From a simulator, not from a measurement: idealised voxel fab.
The process module that follows is named voxel gate over fins.
The width of the displayed cross-section, cut, is 295 nm; its cells are square, with a size of 5 nm.
A cross-section is written here as square cells arranged in a grid, and it is given in bands from the top down, each band taking up one or more rows of cells.
Each band's line starts with the height of the band's top and of its bottom, in nm. Then come its materials from left to right, each with its width in nm. One material with "throughout" fills the band from edge to edge. "empty" is empty space.
Height 0 is the level under which the wafer as received is all one material. The lowest band goes on downwards, as in "z 0 and below".
The width entry "30->40" should be interpreted row by row: the top row of cells in the band takes the first number, the bottom row takes the second number, and the change between adjacent rows is uniform throughout.
For the purposes of this document, the phrase "everything unchanged" attached to a step denotes that no cell within the cross-section was modified by that step.
Reported under the label "Cavities, sealed" are the empty spaces having no open way to the top and comprising 8 cells or more; the notation for each is width x height at distance, in which the distance is measured from the left edge and all three values are in nm.
Where a step's line continues beyond its settings, the continuation is a remark by the simulator itself on that step.
Among the settings permitted on a step's line is "overlay nm"; applied to a step with a mask, it specifies the extent to which the mask lay to the right of its planned position, whereas a negative figure signifies a position to the left.
List of planned process steps:
1,RECEIVE | material Si
2,CONFORMAL_DEP | material SiN | thk nm 5
3,MASKED_ETCH | tone cover | mask id FINS | width nm 15 | pitch nm 40 | etch materials SiN | depth nm 5 | overlay nm 0
4,MASKED_ETCH | tone cover | mask id FINS | width nm 15 | pitch nm 40 | etch materials Si | depth nm 35 | overlay nm 0
5,OXIDIZE | depth nm 5
6,FILL_DEP | material SiO2 | thk nm 15
7,CMP | height nm 5
8,SELECTIVE_ETCH | etch materials SiO2 | depth nm 15
9,STRIP | etch materials SiN
10,CONFORMAL_DEP | material HfO2 | thk nm 5
11,CONFORMAL_DEP | material TiN | thk nm 5
12,CONFORMAL_DEP | material TiAl | thk nm 5
13,CONFORMAL_DEP | material TiN | thk nm 5
14,FILL_DEP | material W | thk nm 15
15,CMP | height nm 30
16,CONFORMAL_DEP | material SiN | thk nm 10
Cross-section of the wafer upon arrival, representing the state reached after step 1:
> z 0 and below  Si throughout
> Cavities, sealed: none
Cross-section, first of two wafers, end of module, run as planned:
> z 40 to 30  SiN throughout
> z 30 to 20  W throughout
> z 20 to 15  105 nm W | 85 nm TiN | 105 nm W
> z 15 to 10  105 nm W | 5 nm TiN | 35 nm TiAl | 5 nm TiN | 35 nm TiAl | 5 nm TiN | 105 nm W
> z 10 to 5  110 nm TiN | 5 nm TiAl | 25 nm TiN | 5 nm TiAl | 5 nm TiN | 5 nm TiAl | 25 nm TiN | 5 nm TiAl | 110 nm TiN
> z 5 to 0  115 nm TiAl | 5 nm TiN | 15 nm HfO2 | 5 nm TiN | 15 nm TiAl | 5 nm TiN | 15 nm HfO2 | 5 nm TiN | 115 nm TiAl
> z 0 to -5  120 nm TiN | 5 nm HfO2 | 5 nm Si | 5 nm HfO2 | 25 nm TiN | 5 nm HfO2 | 5 nm Si | 5 nm HfO2 | 120 nm TiN
> z -5 to -10  125 nm HfO2 | 5 nm Si | 35 nm HfO2 | 5 nm Si | 125 nm HfO2
> z -10 to -40  125 nm SiO2 | 5 nm Si | 35 nm SiO2 | 5 nm Si | 125 nm SiO2
> z -40 and below  Si throughout
> Cavities, sealed: none
End-of-module cross-section of the second wafer: identical starting point and process plan to the first, with one processing mistake:
> z 40 to 30  SiN throughout
> z 30 to 20  W throughout
> z 20 to 15  105 nm W | 90 nm TiN | 100 nm W
> z 15 to 10  105 nm W | 5 nm TiN | 80 nm TiAl | 5 nm TiN | 100 nm W
> z 10 to 5  110 nm TiN | 5 nm TiAl | 30 nm TiN | 10 nm TiAl | 30 nm TiN | 5 nm TiAl | 105 nm TiN
> z 5 to 0  115 nm TiAl | 5 nm TiN | 20 nm HfO2 | 5 nm TiN | 10 nm TiAl | 5 nm TiN | 20 nm HfO2 | 5 nm TiN | 110 nm TiAl
> z 0 to -5  120 nm TiN | 5 nm HfO2 | 10 nm Si | 5 nm HfO2 | 20 nm TiN | 5 nm HfO2 | 10 nm Si | 5 nm HfO2 | 115 nm TiN
> z -5 to -10  125 nm HfO2 | 10 nm Si | 30 nm HfO2 | 10 nm Si | 120 nm HfO2
> z -10 to -40  125 nm SiO2 | 10 nm Si | 30 nm SiO2 | 10 nm Si | 120 nm SiO2
> z -40 and below  Si throughout
> Cavities, sealed: none
In executing the process, a mistake was made relative to the plan: off-plan run, step 3, actual operation and settings MASKED_ETCH | tone cover | mask id FINS | width nm 20 | pitch nm 40 | etch materials SiN | depth nm 5 | overlay nm 0
Final wafer comparison in cells, second versus first, more or fewer per material: Si: 16 more | SiO2: 12 fewer | TiN: 2 fewer | W: 2 fewer
